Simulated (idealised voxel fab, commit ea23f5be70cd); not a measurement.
A process module follows: voxel tone inversion.
It is cross-section cut that appears here, measuring 260 nm in width, its square cells being 5 nm in size.
Format of a cross-section: grid, square cells. Given as bands. Order: top down. Band: one or more rows of cells.
Look at the band entry: it leads with the top's height and the bottom's height in nm. Then it lists the materials left to right, with a width in nm for each. The word "throughout" on a single material says that material fills the band edge to edge. The word "empty" is empty space.
Height 0 is the level under which the wafer as received is all one material. The lowest band goes on downwards, as in "0..down".
Width "30..40": first value at the band's top row of cells, second value at its bottom row, equal change from row to row.
Take "remained the same" at face value: in the step it is given for, the cross-section changed in none of its cells.
What "Completely sealed voids" gives you is every empty space of 8 cells or more that is cut off from the top. Each appears as width x height at distance, with the distance taken from the left edge and width, height and distance all in nm.
Note: text after step settings on the step line = simulator remark on that step.
overlay nm: mask offset rightward from planned place, masked step; negative means leftward offset.

The steps planned for the process are as follows
- 1: RECEIVE, material Si
- 2: CONFORMAL_DEP, material SiCN, thk nm 10
- 3: DIRECTIONAL_DEP, material aC, thk nm 25
- 4: PATTERN, tone cover, mask id POSTS, material resist, width nm 25, pitch nm 55, thk nm 35, overlay nm 0
- 5: DIRECTIONAL_ETCH, etch materials aC, depth nm 25
- 6: STRIP, etch materials resist
- 7: FILL_DEP, material SiO2, thk nm 5
- 8: CMP, height nm 35
- 9: STRIP, etch materials aC

Cross-section: wafer on arrival = after step 1
	0..down: Si throughout
	Completely sealed voids: none

The first of two wafers, cross-sectioned at the end of the module, with the run proceeding as planned
	35..10: 60 nm SiO2 | 25 nm empty | 30 nm SiO2 | 25 nm empty | 30 nm SiO2 | 25 nm empty | 65 nm SiO2
	10..0: SiCN throughout
	0..down: Si throughout
	Completely sealed voids: none

Second wafer at the end: like start, like plan, one mistake
	35..10: 60 nm empty | 25 nm aC | 30 nm empty | 25 nm aC | 30 nm empty | 25 nm aC | 65 nm empty
	10..0: SiCN throughout
	0..down: Si throughout
	Completely sealed voids: none
It is concluded that the wafer was processed incorrectly with respect to the plan, in that not per plan at step 9, really ran STRIP, etch materials SiO2
Once processing is complete, comparing cell counts shows that the second wafer has more or fewer of certain materials than the first: -185 SiO2; +75 aC
